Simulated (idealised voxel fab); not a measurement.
The following process module bears the name voxel transistor to metal.
The width of the displayed cross-section, cut, is 160 nm; its cells are square, with a size of 5 nm.
Throughout this document, each cross-section is represented as a grid of square cells and is presented as a sequence of bands enumerated from the top downward, where a band comprises one or more rows of cells.
Quick guide to a band line: top height, bottom height (nm) up front; then every material left to right with its width in nm. Only one material and it's marked "all across"? Then it fills the band edge to edge. And "air" just means empty space.
All heights in this document are referenced to 0, defined as the level beneath which the wafer, as received, consists entirely of one material. The lowest band is not bounded below; it extends indefinitely downward and is written in the form "0 -> down".
When a width is written as two numbers, as in "30..40", the first number is the width in the top row of cells of the band and the second is the width in its bottom row, and the width changes by the same amount from each row to the next.
"nothing different" after a step means that no cell of the cross-section changed.
In "Trapped voids" the enclosed voids are listed, meaning empty spaces of 8 cells or larger without any opening to the top. The form is width x height at distance, distance from the left edge, units nm.
The remark found on a step's line after its settings is issued by the simulator itself and pertains to that step.
"overlay nm", when on a step's line for a step with a mask, measures how far to the right of its planned place the mask lay; a negative measure means to the left.

Planned step list for the process
1. RECEIVE,material Si
2. OXIDIZE,depth nm 5
3. CONFORMAL_DEP,material SiN,thk nm 15
4. DIRECTIONAL_DEP,material aC,thk nm 10
5. PATTERN,tone cover,mask id ACTIVE,material resist,width nm 125,thk nm 25,overlay nm 0
6. DIRECTIONAL_ETCH,etch materials aC,depth nm 5
7. STRIP,etch materials resist
8. DIRECTIONAL_ETCH,etch materials SiN,depth nm 15
9. DIRECTIONAL_ETCH,etch materials SiO2,depth nm 5
10. DIRECTIONAL_ETCH,etch materials Si,depth nm 20
11. STRIP,etch materials aC
12. FILL_DEP,material SiO2,thk nm 5
13. CMP,height nm 15
14. SELECTIVE_ETCH,etch materials SiO2,depth nm 15
15. STRIP,etch materials SiN
16. SELECTIVE_ETCH,etch materials SiO2,depth nm 5
17. OXIDIZE,depth nm 5
18. DIRECTIONAL_DEP,material polySi,thk nm 25
19. DIRECTIONAL_DEP,material SiCN,thk nm 15
20. MASKED_ETCH,tone cover,mask id GATE,width nm 35,etch materials SiCN,depth nm 25,overlay nm 0
21. MASKED_ETCH,tone cover,mask id GATE,width nm 35,etch materials polySi,depth nm 35,overlay nm 0
22. CONFORMAL_DEP,material SiN,thk nm 5
23. DIRECTIONAL_ETCH,etch materials SiN,depth nm 5
24. DIRECTIONAL_ETCH,etch materials SiO2,depth nm 5
25. DIRECTIONAL_ETCH,etch materials Si,depth nm 15
26. EPI,material pSi,thk nm 20
27. FILL_DEP,material SiO2,thk nm 10
28. CMP,height nm 20
29. STRIP,etch materials polySi
30. SELECTIVE_ETCH,etch materials SiO2,depth nm 5
31. CONFORMAL_DEP,material HfO2,thk nm 5
32. CONFORMAL_DEP,material TiN,thk nm 5
33. FILL_DEP,material W,thk nm 5
34. CMP,height nm 15
35. DIRECTIONAL_DEP,material SiO2,thk nm 10
36. DIRECTIONAL_DEP,material aC,thk nm 10
37. PATTERN,tone open,mask id CONTACT,material resist,width nm 20,pitch nm 95,thk nm 25,overlay nm 0
38. DIRECTIONAL_ETCH,etch materials aC,depth nm 10
39. STRIP,etch materials resist
40. DIRECTIONAL_ETCH,etch materials SiO2,depth nm 30
41. STRIP,etch materials aC
42. CONFORMAL_DEP,material TiN,thk nm 5
43. FILL_DEP,material Ru,thk nm 5
44. CMP,height nm 25
45. DIRECTIONAL_DEP,material TiN,thk nm 5
46. DIRECTIONAL_DEP,material W,thk nm 20
47. MASKED_ETCH,tone cover,mask id METAL_1,width nm 20,pitch nm 95,etch materials W,depth nm 20,overlay nm 0
48. MASKED_ETCH,tone cover,mask id METAL_1,width nm 20,pitch nm 95,etch materials TiN,depth nm 5,overlay nm 0
49. CONFORMAL_DEP,material SiCN,thk nm 5
50. FILL_DEP,material lowk,thk nm 10
51. CMP,height nm 50
52. CONFORMAL_DEP,material SiN,thk nm 5
Every wafer here starts from the same state; it is the step 6 depth nm that distinguishes them, and the value the plan gives belongs to the first wafer.

As-received cross-section, first of several wafers, post step 1
- 0 -> down | Si all across
- Trapped voids: none

Each row below is a wafer at the end of the module, listing for every material the number of cells it has gained (+) or lost (-) since it was received, followed by its closed voids
depth nm 5; +17 HfO2; +14 Ru; -133 Si; +40 SiCN; +40 SiN; +90 SiO2; +47 TiN; +41 W; +80 lowk; +116 pSi; Trapped voids: none
depth nm 10; +17 HfO2; +14 Ru; -133 Si; +40 SiCN; +40 SiN; +116 SiO2; +47 TiN; +41 W; +80 lowk; +90 pSi; Trapped voids: none
depth nm 15; +17 HfO2; +14 Ru; -133 Si; +40 SiCN; +40 SiN; +116 SiO2; +47 TiN; +41 W; +80 lowk; +90 pSi; Trapped voids: none
depth nm 20; +17 HfO2; +14 Ru; -133 Si; +40 SiCN; +40 SiN; +116 SiO2; +47 TiN; +41 W; +80 lowk; +90 pSi; Trapped voids: none
depth nm 25; +17 HfO2; +14 Ru; -133 Si; +40 SiCN; +40 SiN; +116 SiO2; +47 TiN; +41 W; +80 lowk; +90 pSi; Trapped voids: none
